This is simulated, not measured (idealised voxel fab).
Presented below is a process module, voxel transistor to metal.
We display cut, a cross-section 215 nm in width whose square cells are each 5 nm.
Think of the cross-section as a grid of square cells. We describe it in bands, top to bottom, and each band covers one or more rows of those cells.
It is stipulated that each band's entry specify, in nanometres, the height of the top of the band and then that of its bottom, followed by the materials of the band in left-to-right sequence, each together with its width in nanometres. A single material marked by the word "full width" is understood to fill the band from edge to edge; the word "empty" is understood to denote empty space.
Basically, 0 is our baseline, since under it the wafer straight out of the box is all one material. The bottom band has no lower end and keeps on going down, so it looks like "z 0 and below".
A width given as "30 to 40" starts at the first number in the band's top row and ends at the second number in its bottom row, shifting by an equal amount at every step from row to row.
It should be understood that the words "no alteration", when stated for a given step, signify that the cross-section underwent no change in any of its cells during that step.
Closed empty spaces (no open way to the top) of 8 cells or more are what "Sealed-off cavities" lists, each as width x height at distance from the left edge, nm for all three.
It should be noted that, on the line of a given step, the content following the step's settings is a remark produced by the simulator itself with respect to that step.
"overlay nm" denotes, for a step that has a mask, the displacement of the mask to the right of its planned place, with negative values corresponding to the left.
Heads up before you read on: it's before/after pairs around one process step each, after side only down to the lowest band that changed, step plus settings under the pair. Pairs can be from different runs of this module, same starting wafer, so only chain a pair onto the one above if its "Pre-step view" entry says so.

Pre-step view
* z 130 to 95 = empty: 65, then resist: 15, then empty: 55, then resist: 15, then empty: 65
* z 95 to 80 = aC full width
* z 80 to 55 = Ru full width
* z 55 to 50 = TiN full width
* z 50 to 35 = SiO2: 60, then TiN: 5, then W: 10, then TiN: 5, then SiO2: 50, then TiN: 5, then W: 10, then TiN: 5, then SiO2: 65
* z 35 to 25 = SiO2: 60, then TiN: 5, then W: 10, then TiN: 5, then SiO2: 5, then SiN: 5, then SiO2: 5, then SiCN: 20, then SiO2: 5, then SiN: 5, then SiO2: 5, then TiN: 5, then W: 10, then TiN: 5, then SiO2: 65
* z 25 to 15 = SiO2: 60, then TiN: 5, then W: 10, then TiN: 5, then SiO2: 5, then SiN: 5, then SiO2: 5, then polySi: 20, then SiO2: 5, then SiN: 5, then SiO2: 5, then TiN: 5, then W: 10, then TiN: 5, then SiO2: 65
* z 15 to 10 = SiO2: 60, then TiN: 20, then SiO2: 5, then SiN: 5, then SiO2: 5, then polySi: 20, then SiO2: 5, then SiN: 5, then SiO2: 5, then TiN: 20, then SiO2: 65
* z 10 to 5 = SiO2: 60, then TiN: 10, then SiGe: 15, then SiN: 5, then SiO2: 5, then polySi: 20, then SiO2: 5, then SiN: 5, then SiGe: 15, then TiN: 10, then SiO2: 65
* z 5 to 0 = SiO2: 50, then SiN: 5, then SiO2: 5, then TiN: 10, then SiGe: 15, then SiN: 5, then SiO2: 5, then polySi: 20, then SiO2: 5, then SiN: 5, then SiGe: 15, then TiN: 10, then SiO2: 5, then SiN: 5, then SiO2: 55
* z 0 to -5 = SiO2: 55, then SiGe: 30, then SiO2: 40, then SiGe: 30, then SiO2: 60
* z -5 to -15 = SiO2: 55, then SiGe: 30, then Si: 40, then SiGe: 30, then SiO2: 60
* z -15 to -25 = SiO2: 55, then Si: 100, then SiO2: 60
* z -25 and below = Si full width
* Sealed-off cavities: none

Cross-Section Thereafter
* z 115 to 95 = empty: 65, then resist: 15, then empty: 55, then resist: 15, then empty: 65
* z 95 to 80 = empty: 65, then aC: 15, then empty: 55, then aC: 15, then empty: 65
* For the remainder of the cross-section, below 80, there is no change.
* Sealed-off cavities: none
Here is the step that sits between the two cross-sections above: DIRECTIONAL_ETCH | etch materials aC | depth nm 15

Pre-step view: after-step cross-section of the pair just above applies.

Cross-Section Thereafter
* z 95 to 80 = empty: 65, then aC: 15, then empty: 55, then aC: 15, then empty: 65
* For the remainder of the cross-section, below 80, there is no change.
* Sealed-off cavities: none
Here is the step that sits between the two cross-sections above: STRIP | etch materials resist

Pre-step view: after-step cross-section of the pair just above applies.

Cross-Section Thereafter
* z 95 to 80 = empty: 65, then aC: 15, then empty: 55, then aC: 15, then empty: 65
* z 80 to 55 = empty: 65, then Ru: 15, then empty: 55, then Ru: 15, then empty: 65
* For the remainder of the cross-section, below 55, there is no change.
* Sealed-off cavities: none
Here is the step that sits between the two cross-sections above: DIRECTIONAL_ETCH | etch materials Ru | depth nm 25

Pre-step view: after-step cross-section of the pair just above applies.

Cross-Section Thereafter
* z 95 to 80 = empty: 65, then aC: 15, then empty: 55, then aC: 15, then empty: 65
* z 80 to 55 = empty: 65, then Ru: 15, then empty: 55, then Ru: 15, then empty: 65
* z 55 to 50 = empty: 65, then TiN: 15, then empty: 55, then TiN: 15, then empty: 65
* For the remainder of the cross-section, below 50, there is no change.
* Sealed-off cavities: none
Here is the step that sits between the two cross-sections above: DIRECTIONAL_ETCH | etch materials TiN | depth nm 5

Pre-step view: after-step cross-section of the pair just above applies.

Cross-Section Thereafter
* z 80 to 55 = empty: 65, then Ru: 15, then empty: 55, then Ru: 15, then empty: 65
* For the remainder of the cross-section, below 55, there is no change.
* Sealed-off cavities: none
Here is the step that sits between the two cross-sections above: STRIP | etch materials aC

Pre-step view: after-step cross-section of the pair just above applies.

Cross-Section Thereafter
* z 90 to 80 = lowk full width
* z 80 to 55 = lowk: 65, then Ru: 15, then lowk: 55, then Ru: 15, then lowk: 65
* z 55 to 50 = lowk: 65, then TiN: 15, then lowk: 55, then TiN: 15, then lowk: 65
* For the remainder of the cross-section, below 50, there is no change.
* Sealed-off cavities: none
Here is the step that sits between the two cross-sections above: FILL_DEP | material lowk | thk nm 10

Pre-step view: after-step cross-section of the pair just above applies.

Cross-Section Thereafter
* z 80 to 55 = lowk: 65, then Ru: 15, then lowk: 55, then Ru: 15, then lowk: 65
* For the remainder of the cross-section, below 55, there is no change.
* Sealed-off cavities: none
Here is the step that sits between the two cross-sections above: CMP | height nm 80

Pre-step view: after-step cross-section of the pair just above applies.

Cross-Section Thereafter
* z 85 to 80 = SiCN full width
* For the remainder of the cross-section, below 80, there is no change.
* Sealed-off cavities: none
Here is the step that sits between the two cross-sections above: CONFORMAL_DEP | material SiCN | thk nm 5

Pre-step view
* z 40 to 35 = SiCN: 45, then empty: 120, then SiCN: 50
* z 35 to 30 = SiCN full width
* z 30 to 25 = polySi: 45, then SiCN: 120, then polySi: 50
* z 25 to 5 = polySi full width
* z 5 to 0 = SiO2: 45, then polySi: 120, then SiO2: 50
* z 0 to -5 = SiO2 full width
* z -5 to -25 = SiO2: 55, then Si: 100, then SiO2: 60
* z -25 and below = Si full width
* Sealed-off cavities: none

Cross-Section Thereafter
* z 35 to 30 = empty: 90, then SiCN: 20, then empty: 105
* z 30 to 25 = polySi: 45, then empty: 45, then SiCN: 20, then empty: 55, then polySi: 50
* For the remainder of the cross-section, below 25, there is no change.
* Sealed-off cavities: none
Here is the step that sits between the two cross-sections above: MASKED_ETCH | tone cover | mask id GATE | width nm 20 | etch materials SiCN | depth nm 20 | overlay nm -5

Pre-step view: after-step cross-section of the pair just above applies.

Cross-Section Thereafter
* z 35 to 25 = empty: 90, then SiCN: 20, then empty: 105
* z 25 to 5 = empty: 90, then polySi: 25, then empty: 100
* z 5 to 0 = SiO2: 45, then empty: 45, then polySi: 25, then empty: 50, then SiO2: 50
* For the remainder of the cross-section, below 0, there is no change.
* Sealed-off cavities: none
Here is the step that sits between the two cross-sections above: MASKED_ETCH | tone cover | mask id GATE | width nm 20 | etch materials polySi | depth nm 35 | overlay nm 0

Pre-step view: after-step cross-section of the pair just above applies.

Cross-Section Thereafter
* z 40 to 35 = empty: 85, then SiO2: 30, then empty: 100
* z 35 to 25 = empty: 85, then SiO2: 5, then SiCN: 20, then SiO2: 5 to 10, then empty: 100 to 95
* z 25 to 10 = empty: 85, then SiO2: 5, then polySi: 25, then SiO2: 5, then empty: 95
* z 10 to 5 = SiO2: 50, then empty: 35, then SiO2: 5, then polySi: 25, then SiO2: 5, then empty: 40, then SiO2: 55
* z 5 to 0 = SiO2: 90, then polySi: 25, then SiO2: 100
* For the remainder of the cross-section, below 0, there is no change.
* Sealed-off cavities: none
Here is the step that sits between the two cross-sections above: CONFORMAL_DEP | material SiO2 | thk nm 5

Pre-step view: after-step cross-section of the pair just above applies.

Cross-Section Thereafter
* z 35 to 25 = empty: 85, then SiO2: 5, then SiCN: 20, then SiO2: 5, then empty: 100
* z 25 to 5 = empty: 85, then SiO2: 5, then polySi: 25, then SiO2: 5, then empty: 95
* z 5 to 0 = SiO2: 50, then empty: 35, then SiO2: 5, then polySi: 25, then SiO2: 5, then empty: 40, then SiO2: 55
* For the remainder of the cross-section, below 0, there is no change.
* Sealed-off cavities: none
Here is the step that sits between the two cross-sections above: DIRECTIONAL_ETCH | etch materials SiO2 | depth nm 5

Pre-step view: after-step cross-section of the pair just above applies.

Cross-Section Thereafter
* z 40 to 35 = empty: 80, then SiN: 40, then empty: 95
* z 35 to 25 = empty: 80, then SiN: 5, then SiO2: 5, then SiCN: 20, then SiO2: 5, then SiN: 5 to 10, then empty: 95 to 90
* z 25 to 10 = empty: 80, then SiN: 5, then SiO2: 5, then polySi: 25, then SiO2: 5, then SiN: 5, then empty: 90
* z 10 to 5 = SiN: 55, then empty: 25, then SiN: 5, then SiO2: 5, then polySi: 25, then SiO2: 5, then SiN: 5, then empty: 30, then SiN: 60
* z 5 to 0 = SiO2: 50, then SiN: 35, then SiO2: 5, then polySi: 25, then SiO2: 5, then SiN: 40, then SiO2: 55
* For the remainder of the cross-section, below 0, there is no change.
* Sealed-off cavities: none
Here is the step that sits between the two cross-sections above: CONFORMAL_DEP | material SiN | thk nm 5

Pre-step view: after-step cross-section of the pair just above applies.

Cross-Section Thereafter
* z 35 to 25 = empty: 80, then SiN: 5, then SiO2: 5, then SiCN: 20, then SiO2: 5, then SiN: 5, then empty: 95
* z 25 to 5 = empty: 80, then SiN: 5, then SiO2: 5, then polySi: 25, then SiO2: 5, then SiN: 5, then empty: 90
* z 5 to 0 = SiO2: 50, then SiN: 5, then empty: 25, then SiN: 5, then SiO2: 5, then polySi: 25, then SiO2: 5, then SiN: 5, then empty: 30, then SiN: 5, then SiO2: 55
* For the remainder of the cross-section, below 0, there is no change.
* Sealed-off cavities: none
Here is the step that sits between the two cross-sections above: DIRECTIONAL_ETCH | etch materials SiN | depth nm 5

Pre-step view: after-step cross-section of the pair just above applies.

Cross-Section Thereafter
* z 35 to 30 = empty: 80, then SiN: 5, then empty: 5, then SiCN: 20, then empty: 5, then SiN: 5, then empty: 95
* z 30 to 25 = empty: 80, then SiN: 5, then SiO2: 5, then SiCN: 20, then SiO2: 5, then SiN: 5, then empty: 95
* z 25 to 5 = empty: 80, then SiN: 5, then SiO2: 5, then polySi: 25, then SiO2: 5, then SiN: 5, then empty: 90
* z 5 to 0 = empty: 50, then SiN: 5, then empty: 25, then SiN: 5, then SiO2: 5, then polySi: 25, then SiO2: 5, then SiN: 5, then empty: 30, then SiN: 5, then empty: 55
* z 0 to -5 = SiO2: 55, then empty: 25, then SiO2: 45, then empty: 30, then SiO2: 60
* For the remainder of the cross-section, below -5, there is no change.
* Sealed-off cavities: none
Here is the step that sits between the two cross-sections above: DIRECTIONAL_ETCH | etch materials SiO2 | depth nm 5

Pre-step view: after-step cross-section of the pair just above applies.

Cross-Section Thereafter
* z 35 to 30 = empty: 80, then SiN: 5, then empty: 5, then SiCN: 20, then empty: 5, then SiN: 5, then empty: 95
* z 30 to 25 = empty: 80, then SiN: 5, then SiO2: 5, then SiCN: 20, then SiO2: 5, then SiN: 5, then empty: 95
* z 25 to 5 = empty: 80, then SiN: 5, then SiO2: 5, then polySi: 25, then SiO2: 5, then SiN: 5, then empty: 90
* z 5 to 0 = empty: 50, then SiN: 5, then empty: 25, then SiN: 5, then SiO2: 5, then polySi: 25, then SiO2: 5, then SiN: 5, then empty: 30, then SiN: 5, then empty: 55
* z 0 to -5 = SiO2: 55, then empty: 25, then SiO2: 45, then empty: 30, then SiO2: 60
* z -5 to -15 = SiO2: 55, then empty: 25, then Si: 45, then empty: 30, then SiO2: 60
* For the remainder of the cross-section, below -15, there is no change.
* Sealed-off cavities: none
Here is the step that sits between the two cross-sections above: DIRECTIONAL_ETCH | etch materials Si | depth nm 10

Pre-step view: after-step cross-section of the pair just above applies.

Cross-Section Thereafter
* z 35 to 30 = empty: 80, then SiN: 5, then empty: 5, then SiCN: 20, then empty: 5, then SiN: 5, then empty: 95
* z 30 to 25 = empty: 80, then SiN: 5, then SiO2: 5, then SiCN: 20, then SiO2: 5, then SiN: 5, then empty: 95
* z 25 to 10 = empty: 80, then SiN: 5, then SiO2: 5, then polySi: 25, then SiO2: 5, then SiN: 5, then empty: 90
* z 10 to 5 = empty: 65, then SiGe: 15, then SiN: 5, then SiO2: 5, then polySi: 25, then SiO2: 5, then SiN: 5, then SiGe: 15, then empty: 75
* z 5 to 0 = empty: 50, then SiN: 5, then empty: 10, then SiGe: 15, then SiN: 5, then SiO2: 5, then polySi: 25, then SiO2: 5, then SiN: 5, then SiGe: 15, then empty: 15, then SiN: 5, then empty: 55
* z 0 to -5 = SiO2: 55, then SiGe: 25, then SiO2: 45, then SiGe: 30, then SiO2: 60
* z -5 to -15 = SiO2: 55, then SiGe: 25, then Si: 45, then SiGe: 30, then SiO2: 60
* For the remainder of the cross-section, below -15, there is no change.
* Sealed-off cavities: none
Here is the step that sits between the two cross-sections above: EPI | material SiGe | thk nm 15

Pre-step view: after-step cross-section of the pair just above applies.

Cross-Section Thereafter
* z 40 to 35 = SiO2 full width
* z 35 to 25 = SiO2: 80, then SiN: 5, then SiO2: 5, then SiCN: 20, then SiO2: 5, then SiN: 5, then SiO2: 95
* z 25 to 10 = SiO2: 80, then SiN: 5, then SiO2: 5, then polySi: 25, then SiO2: 5, then SiN: 5, then SiO2: 90
* z 10 to 5 = SiO2: 65, then SiGe: 15, then SiN: 5, then SiO2: 5, then polySi: 25, then SiO2: 5, then SiN: 5, then SiGe: 15, then SiO2: 75
* z 5 to 0 = SiO2: 50, then SiN: 5, then SiO2: 10, then SiGe: 15, then SiN: 5, then SiO2: 5, then polySi: 25, then SiO2: 5, then SiN: 5, then SiGe: 15, then SiO2: 15, then SiN: 5, then SiO2: 55
* For the remainder of the cross-section, below 0, there is no change.
* Sealed-off cavities: none
Here is the step that sits between the two cross-sections above: FILL_DEP | material SiO2 | thk nm 5

Pre-step view: after-step cross-section of the pair just above applies.

Cross-Section Thereafter
* z 35 to 25 = SiO2: 80, then SiN: 5, then SiO2: 5, then SiCN: 20, then SiO2: 5, then SiN: 5, then SiO2: 95
* For the remainder of the cross-section, below 25, there is no change.
* Sealed-off cavities: none
Here is the step that sits between the two cross-sections above: CMP | height nm 35

Pre-step view: after-step cross-section of the pair just above applies.

Cross-Section Thereafter
* z 50 to 35 = SiO2 full width
* For the remainder of the cross-section, below 35, there is no change.
* Sealed-off cavities: none
Here is the step that sits between the two cross-sections above: DIRECTIONAL_DEP | material SiO2 | thk nm 15

Pre-step view: after-step cross-section of the pair just above applies.

Cross-Section Thereafter
* z 60 to 50 = aC full width
* For the remainder of the cross-section, below 50, there is no change.
* Sealed-off cavities: none
Here is the step that sits between the two cross-sections above: DIRECTIONAL_DEP | material aC | thk nm 10

Pre-step view: after-step cross-section of the pair just above applies.

Cross-Section Thereafter
* z 90 to 60 = resist: 60, then empty: 20, then resist: 50, then empty: 20, then resist: 65
* For the remainder of the cross-section, below 60, there is no change.
* Sealed-off cavities: none
Here is the step that sits between the two cross-sections above: PATTERN | tone open | mask id CONTACT | material resist | width nm 20 | pitch nm 70 | thk nm 30 | overlay nm 0

Pre-step view: after-step cross-section of the pair just above applies.

Cross-Section Thereafter
* z 80 to 60 = resist: 60, then empty: 20, then resist: 50, then empty: 20, then resist: 65
* z 60 to 50 = aC: 60, then empty: 20, then aC: 50, then empty: 20, then aC: 65
* For the remainder of the cross-section, below 50, there is no change.
* Sealed-off cavities: none
Here is the step that sits between the two cross-sections above: DIRECTIONAL_ETCH | etch materials aC | depth nm 10

Pre-step view: after-step cross-section of the pair just above applies.

Cross-Section Thereafter
* z 60 to 50 = aC: 60, then empty: 20, then aC: 50, then empty: 20, then aC: 65
* For the remainder of the cross-section, below 50, there is no change.
* Sealed-off cavities: none
Here is the step that sits between the two cross-sections above: STRIP | etch materials resist

Pre-step view: after-step cross-section of the pair just above applies.

Cross-Section Thereafter
* z 60 to 50 = aC: 60, then empty: 20, then aC: 50, then empty: 20, then aC: 65
* z 50 to 35 = SiO2: 60, then empty: 20, then SiO2: 50, then empty: 20, then SiO2: 65
* z 35 to 25 = SiO2: 60, then empty: 20, then SiN: 5, then SiO2: 5, then SiCN: 20, then SiO2: 5, then SiN: 5, then SiO2: 10, then empty: 20, then SiO2: 65
* z 25 to 10 = SiO2: 60, then empty: 20, then SiN: 5, then SiO2: 5, then polySi: 25, then SiO2: 5, then SiN: 5, then SiO2: 5, then empty: 20, then SiO2: 65
* z 10 to 5 = SiO2: 60, then empty: 5, then SiGe: 15, then SiN: 5, then SiO2: 5, then polySi: 25, then SiO2: 5, then SiN: 5, then SiGe: 15, then empty: 10, then SiO2: 65
* z 5 to 0 = SiO2: 50, then SiN: 5, then SiO2: 5, then empty: 5, then SiGe: 15, then SiN: 5, then SiO2: 5, then polySi: 25, then SiO2: 5, then SiN: 5, then SiGe: 15, then empty: 10, then SiO2: 5, then SiN: 5, then SiO2: 55
* For the remainder of the cross-section, below 0, there is no change.
* Sealed-off cavities: none
Here is the step that sits between the two cross-sections above: DIRECTIONAL_ETCH | etch materials SiO2 | depth nm 50

Pre-step view: after-step cross-section of the pair just above applies.

Cross-Section Thereafter
* z 50 to 35 = SiO2: 60, then empty: 20, then SiO2: 50, then empty: 20, then SiO2: 65
* For the remainder of the cross-section, below 35, there is no change.
* Sealed-off cavities: none
Here is the step that sits between the two cross-sections above: STRIP | etch materials aC

Pre-step view: after-step cross-section of the pair just above applies.

Cross-Section Thereafter
* z 55 to 50 = TiN: 65, then empty: 10, then TiN: 60, then empty: 10, then TiN: 70
* z 50 to 35 = SiO2: 60, then TiN: 5, then empty: 10, then TiN: 5, then SiO2: 50, then TiN: 5, then empty: 10, then TiN: 5, then SiO2: 65
* z 35 to 25 = SiO2: 60, then TiN: 5, then empty: 10, then TiN: 5, then SiN: 5, then SiO2: 5, then SiCN: 20, then SiO2: 5, then SiN: 5, then SiO2: 10, then TiN: 5, then empty: 10, then TiN: 5, then SiO2: 65
* z 25 to 15 = SiO2: 60, then TiN: 5, then empty: 10, then TiN: 5, then SiN: 5, then SiO2: 5, then polySi: 25, then SiO2: 5, then SiN: 5, then SiO2: 5, then TiN: 5, then empty: 10, then TiN: 5, then SiO2: 65
* z 15 to 10 = SiO2: 60, then TiN: 20, then SiN: 5, then SiO2: 5, then polySi: 25, then SiO2: 5, then SiN: 5, then SiO2: 5, then TiN: 20, then SiO2: 65
* z 10 to 5 = SiO2: 60, then TiN: 5, then SiGe: 15, then SiN: 5, then SiO2: 5, then polySi: 25, then SiO2: 5, then SiN: 5, then SiGe: 15, then TiN: 10, then SiO2: 65
* z 5 to 0 = SiO2: 50, then SiN: 5, then SiO2: 5, then TiN: 5, then SiGe: 15, then SiN: 5, then SiO2: 5, then polySi: 25, then SiO2: 5, then SiN: 5, then SiGe: 15, then TiN: 10, then SiO2: 5, then SiN: 5, then SiO2: 55
* For the remainder of the cross-section, below 0, there is no change.
* Sealed-off cavities: none
Here is the step that sits between the two cross-sections above: CONFORMAL_DEP | material TiN | thk nm 5

Pre-step view: after-step cross-section of the pair just above applies.

Cross-Section Thereafter
* z 65 to 55 = W full width
* z 55 to 50 = TiN: 65, then W: 10, then TiN: 60, then W: 10, then TiN: 70
* z 50 to 35 = SiO2: 60, then TiN: 5, then W: 10, then TiN: 5, then SiO2: 50, then TiN: 5, then W: 10, then TiN: 5, then SiO2: 65
* z 35 to 25 = SiO2: 60, then TiN: 5, then W: 10, then TiN: 5, then SiN: 5, then SiO2: 5, then SiCN: 20, then SiO2: 5, then SiN: 5, then SiO2: 10, then TiN: 5, then W: 10, then TiN: 5, then SiO2: 65
* z 25 to 15 = SiO2: 60, then TiN: 5, then W: 10, then TiN: 5, then SiN: 5, then SiO2: 5, then polySi: 25, then SiO2: 5, then SiN: 5, then SiO2: 5, then TiN: 5, then W: 10, then TiN: 5, then SiO2: 65
* For the remainder of the cross-section, below 15, there is no change.
* Sealed-off cavities: none
Here is the step that sits between the two cross-sections above: FILL_DEP | material W | thk nm 10

Pre-step view: after-step cross-section of the pair just above applies.

Cross-Section Thereafter
* z 50 to 35 = SiO2: 60, then TiN: 5, then W: 10, then TiN: 5, then SiO2: 50, then TiN: 5, then W: 10, then TiN: 5, then SiO2: 65
* For the remainder of the cross-section, below 35, there is no change.
* Sealed-off cavities: none
Here is the step that sits between the two cross-sections above: CMP | height nm 50

Pre-step view: after-step cross-section of the pair just above applies.

Cross-Section Thereafter
* z 55 to 50 = TiN full width
* For the remainder of the cross-section, below 50, there is no change.
* Sealed-off cavities: none
Here is the step that sits between the two cross-sections above: DIRECTIONAL_DEP | material TiN | thk nm 5

Pre-step view: after-step cross-section of the pair just above applies.

Cross-Section Thereafter
* z 80 to 55 = Ru full width
* For the remainder of the cross-section, below 55, there is no change.
* Sealed-off cavities: none
Here is the step that sits between the two cross-sections above: DIRECTIONAL_DEP | material Ru | thk nm 25

Pre-step view: after-step cross-section of the pair just above applies.

Cross-Section Thereafter
* z 95 to 80 = aC full width
* For the remainder of the cross-section, below 80, there is no change.
* Sealed-off cavities: none
Here is the step that sits between the two cross-sections above: DIRECTIONAL_DEP | material aC | thk nm 15

Pre-step view: after-step cross-section of the pair just above applies.

Cross-Section Thereafter
* z 130 to 95 = empty: 60, then resist: 20, then empty: 50, then resist: 20, then empty: 65
* For the remainder of the cross-section, below 95, there is no change.
* Sealed-off cavities: none
Here is the step that sits between the two cross-sections above: PATTERN | tone cover | mask id METAL_1 | material resist | width nm 20 | pitch nm 70 | thk nm 35 | overlay nm 0

Pre-step view: after-step cross-section of the pair just above applies.

Cross-Section Thereafter
* z 115 to 95 = empty: 60, then resist: 20, then empty: 50, then resist: 20, then empty: 65
* z 95 to 80 = empty: 60, then aC: 20, then empty: 50, then aC: 20, then empty: 65
* For the remainder of the cross-section, below 80, there is no change.
* Sealed-off cavities: none
Here is the step that sits between the two cross-sections above: DIRECTIONAL_ETCH | etch materials aC | depth nm 15

Pre-step view: after-step cross-section of the pair just above applies.

Cross-Section Thereafter
* z 95 to 80 = empty: 60, then aC: 20, then empty: 50, then aC: 20, then empty: 65
* For the remainder of the cross-section, below 80, there is no change.
* Sealed-off cavities: none
Here is the step that sits between the two cross-sections above: STRIP | etch materials resist

Pre-step view: after-step cross-section of the pair just above applies.

Cross-Section Thereafter
* z 95 to 80 = empty: 60, then aC: 20, then empty: 50, then aC: 20, then empty: 65
* z 80 to 55 = empty: 60, then Ru: 20, then empty: 50, then Ru: 20, then empty: 65
* For the remainder of the cross-section, below 55, there is no change.
* Sealed-off cavities: none
Here is the step that sits between the two cross-sections above: DIRECTIONAL_ETCH | etch materials Ru | depth nm 25

Pre-step view: after-step cross-section of the pair just above applies.

Cross-Section Thereafter
* z 95 to 80 = empty: 60, then aC: 20, then empty: 50, then aC: 20, then empty: 65
* z 80 to 55 = empty: 60, then Ru: 20, then empty: 50, then Ru: 20, then empty: 65
* z 55 to 50 = empty: 60, then TiN: 20, then empty: 50, then TiN: 20, then empty: 65
* For the remainder of the cross-section, below 50, there is no change.
* Sealed-off cavities: none
Here is the step that sits between the two cross-sections above: DIRECTIONAL_ETCH | etch materials TiN | depth nm 5

Pre-step view: after-step cross-section of the pair just above applies.

Cross-Section Thereafter
* z 80 to 55 = empty: 60, then Ru: 20, then empty: 50, then Ru: 20, then empty: 65
* For the remainder of the cross-section, below 55, there is no change.
* Sealed-off cavities: none
Here is the step that sits between the two cross-sections above: STRIP | etch materials aC

Pre-step view: after-step cross-section of the pair just above applies.

Cross-Section Thereafter
* z 90 to 80 = lowk full width
* z 80 to 55 = lowk: 60, then Ru: 20, then lowk: 50, then Ru: 20, then lowk: 65
* z 55 to 50 = lowk: 60, then TiN: 20, then lowk: 50, then TiN: 20, then lowk: 65
* For the remainder of the cross-section, below 50, there is no change.
* Sealed-off cavities: none
Here is the step that sits between the two cross-sections above: FILL_DEP | material lowk | thk nm 10

Pre-step view: after-step cross-section of the pair just above applies.

Cross-Section Thereafter
* z 80 to 55 = lowk: 60, then Ru: 20, then lowk: 50, then Ru: 20, then lowk: 65
* For the remainder of the cross-section, below 55, there is no change.
* Sealed-off cavities: none
Here is the step that sits between the two cross-sections above: CMP | height nm 80

Pre-step view: after-step cross-section of the pair just above applies.

Cross-Section Thereafter
* z 85 to 80 = SiCN full width
* For the remainder of the cross-section, below 80, there is no change.
* Sealed-off cavities: none
Here is the step that sits between the two cross-sections above: CONFORMAL_DEP | material SiCN | thk nm 5

Pre-step view
* z 80 to 55 = lowk: 60, then Ru: 20, then lowk: 50, then Ru: 20, then lowk: 65
* z 55 to 50 = lowk: 60, then TiN: 20, then lowk: 50, then TiN: 20, then lowk: 65
* z 50 to 35 = SiO2: 60, then TiN: 5, then W: 10, then TiN: 5, then SiO2: 50, then TiN: 5, then W: 10, then TiN: 5, then SiO2: 65
* z 35 to 25 = SiO2: 60, then TiN: 5, then W: 10, then TiN: 5, then SiO2: 5, then SiN: 5, then SiO2: 5, then SiCN: 20, then SiO2: 5, then SiN: 5, then SiO2: 5, then TiN: 5, then W: 10, then TiN: 5, then SiO2: 65
* z 25 to 15 = SiO2: 60, then TiN: 5, then W: 10, then TiN: 5, then SiO2: 5, then SiN: 5, then SiO2: 5, then polySi: 20, then SiO2: 5, then SiN: 5, then SiO2: 5, then TiN: 5, then W: 10, then TiN: 5, then SiO2: 65
* z 15 to 10 = SiO2: 60, then TiN: 20, then SiO2: 5, then SiN: 5, then SiO2: 5, then polySi: 20, then SiO2: 5, then SiN: 5, then SiO2: 5, then TiN: 20, then SiO2: 65
* z 10 to 5 = SiO2: 60, then TiN: 10, then SiGe: 15, then SiN: 5, then SiO2: 5, then polySi: 20, then SiO2: 5, then SiN: 5, then SiGe: 15, then TiN: 10, then SiO2: 65
* z 5 to 0 = SiO2: 50, then SiN: 5, then SiO2: 5, then TiN: 10, then SiGe: 15, then SiN: 5, then SiO2: 5, then polySi: 20, then SiO2: 5, then SiN: 5, then SiGe: 15, then TiN: 10, then SiO2: 5, then SiN: 5, then SiO2: 55
* z 0 to -5 = SiO2: 55, then SiGe: 30, then SiO2: 40, then SiGe: 30, then SiO2: 60
* z -5 to -15 = SiO2: 55, then SiGe: 30, then Si: 40, then SiGe: 30, then SiO2: 60
* z -15 to -25 = SiO2: 55, then Si: 100, then SiO2: 60
* z -25 and below = Si full width
* Sealed-off cavities: none

Cross-Section Thereafter
* z 85 to 80 = SiN full width
* For the remainder of the cross-section, below 80, there is no change.
* Sealed-off cavities: none
Here is the step that sits between the two cross-sections above: CONFORMAL_DEP | material SiN | thk nm 5

Pre-step view
* z 40 to 35 = SiCN: 45, then empty: 120, then SiCN: 50
* z 35 to 30 = SiCN full width
* z 30 to 25 = polySi: 45, then SiCN: 120, then polySi: 50
* z 25 to 5 = polySi full width
* z 5 to 0 = SiO2: 45, then polySi: 120, then SiO2: 50
* z 0 to -5 = SiO2 full width
* z -5 to -25 = SiO2: 55, then Si: 100, then SiO2: 60
* z -25 and below = Si full width
* Sealed-off cavities: none

Cross-Section Thereafter
* z 40 to 30 = SiCN: 45 to 95, then empty: 120 to 20, then SiCN: 50 to 100
* z 30 to 25 = polySi: 45, then SiCN: 50, then empty: 20, then SiCN: 50, then polySi: 50
* For the remainder of the cross-section, below 25, there is no change.
* Sealed-off cavities: none
Here is the step that sits between the two cross-sections above: MASKED_ETCH | tone open | mask id GATE | width nm 20 | etch materials SiCN | depth nm 20 | overlay nm 0

Pre-step view: after-step cross-section of the pair just above applies.

Cross-Section Thereafter
* z 45 to 40 = SiO2: 50, then empty: 110, then SiO2: 55
* z 40 to 30 = SiCN: 45 to 95, then SiO2: 55 to 5, then empty: 10, then SiO2: 55 to 5, then SiCN: 50 to 100
* z 30 to 25 = polySi: 45, then SiCN: 50, then SiO2: 20, then SiCN: 50, then polySi: 50
* For the remainder of the cross-section, below 25, there is no change.
* Sealed-off cavities: none
Here is the step that sits between the two cross-sections above: CONFORMAL_DEP | material SiO2 | thk nm 5

Pre-step view: after-step cross-section of the pair just above applies.

Cross-Section Thereafter
* z 40 to 30 = SiCN: 45 to 95, then SiO2: 5, then empty: 110 to 10, then SiO2: 5, then SiCN: 50 to 100
* z 30 to 25 = polySi: 45, then SiCN: 50, then SiO2: 5, then empty: 10, then SiO2: 5, then SiCN: 50, then polySi: 50
* For the remainder of the cross-section, below 25, there is no change.
* Sealed-off cavities: none
Here is the step that sits between the two cross-sections above: DIRECTIONAL_ETCH | etch materials SiO2 | depth nm 5

Pre-step view: after-step cross-section of the pair just above applies.

Cross-Section Thereafter
* z 45 to 40 = SiN: 55, then empty: 100, then SiN: 60
* z 40 to 30 = SiCN: 45 to 95, then SiO2: 5, then SiN: 110 to 10, then SiO2: 5, then SiCN: 50 to 100
* z 30 to 25 = polySi: 45, then SiCN: 50, then SiO2: 5, then SiN: 10, then SiO2: 5, then SiCN: 50, then polySi: 50
* For the remainder of the cross-section, below 25, there is no change.
* Sealed-off cavities: none
Here is the step that sits between the two cross-sections above: CONFORMAL_DEP | material SiN | thk nm 5

Pre-step view: after-step cross-section of the pair just above applies.

Cross-Section Thereafter
* z 40 to 35 = SiCN: 45, then SiO2: 5, then SiN: 5, then empty: 100, then SiN: 5, then SiO2: 5, then SiCN: 50
* For the remainder of the cross-section, below 35, there is no change.
* Sealed-off cavities: none
Here is the step that sits between the two cross-sections above: DIRECTIONAL_ETCH | etch materials SiN | depth nm 5

Pre-step view: after-step cross-section of the pair just above applies.

Cross-Section Thereafter
* z 40 to 35 = SiCN: 45, then empty: 5, then SiN: 5, then empty: 100, then SiN: 5, then empty: 5, then SiCN: 50
* z 35 to 30 = SiCN: 95, then empty: 5, then SiN: 10, then empty: 5, then SiCN: 100
* For the remainder of the cross-section, below 30, there is no change.
* Sealed-off cavities: none
Here is the step that sits between the two cross-sections above: DIRECTIONAL_ETCH | etch materials SiO2 | depth nm 5
